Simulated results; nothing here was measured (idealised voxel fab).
Name of the process module below: voxel double patterning
Square cells of 5 nm make up the cross-section cut, whose width is 160 nm.
Square cells in a grid make up a cross-section in this document, and the grid is given as bands, listed from the top down, each one or more rows of cells.
In this notation a band is specified by the heights of its top and bottom, in that order and in nm, after which its materials appear from left to right, each paired with its width in nm. The word "full width" attached to a single material means that material fills the band from edge to edge; the word "blank" stands for empty space.
Zero point of the height axis is 0; under it, received wafer = one material. Lowest band: continues down indefinitely, "z 0 and below".
It should be noted that a width expressed as "30->40" varies in equal increments from row to row of cells within the band, taking the value of the first number at the top row and that of the second number at the bottom row.
Where a step carries "nothing changed", the cross-section came out of it unchanged, cell for cell.
The label "Trapped void list" introduces a list of the empty spaces, 8 cells or larger, that have no open way up to the top; each entry in it reads width x height at distance, where the distance is taken from the left edge and all three are stated in nm.
Note: text after step settings on the step line = simulator remark on that step.
"overlay nm" on a masked step: distance the mask lay right of its planned place, negative for left.
**Steps planned for the process**
step 1: RECEIVE [material Si]
step 2: CONFORMAL_DEP [material SiN] [thk nm 5]
step 3: DIRECTIONAL_DEP [material SiO2] [thk nm 20]
step 4: DIRECTIONAL_DEP [material SiCN] [thk nm 5]
step 5: DIRECTIONAL_DEP [material aC] [thk nm 15]
step 6: PATTERN [tone open] [mask id FIRST] [material resist] [width nm 15] [pitch nm 50] [thk nm 30] [overlay nm 0]
step 7: DIRECTIONAL_ETCH [etch materials aC] [depth nm 15]
step 8: STRIP [etch materials resist]
step 9: DIRECTIONAL_ETCH [etch materials SiCN] [depth nm 5]
step 10: STRIP [etch materials aC]
step 11: DIRECTIONAL_DEP [material aC] [thk nm 10]
step 12: PATTERN [tone open] [mask id SECOND] [material resist] [width nm 15] [thk nm 25] [overlay nm 0]
step 13: DIRECTIONAL_ETCH [etch materials aC] [depth nm 10]
step 14: STRIP [etch materials resist]
step 15: DIRECTIONAL_ETCH [etch materials SiCN] [depth nm 5]
step 16: STRIP [etch materials aC]
step 17: DIRECTIONAL_ETCH [etch materials SiO2] [depth nm 20]
step 18: STRIP [etch materials SiCN]
**Cross-sectional view of the wafer in its as-received condition, corresponding to the state after step 1**
z 0 and below | Si full width
Trapped void list: none
**The cross-section shown corresponds to the wafer at the conclusion of the module. The initial structure and the process plan are those presented above; however, one mistake occurred in executing the plan**
z 25 to 5 | SiO2: 45; blank: 15; SiO2: 10; blank: 20; SiO2: 5; blank: 15; SiO2: 50
z 5 to 0 | SiN full width
z 0 and below | Si full width
Trapped void list: none
So what did we get wrong on this run? step 12 went in with a setting other than planned; the actual run was PATTERN [tone open] [mask id SECOND] [material resist] [width nm 20] [thk nm 25] [overlay nm 0]
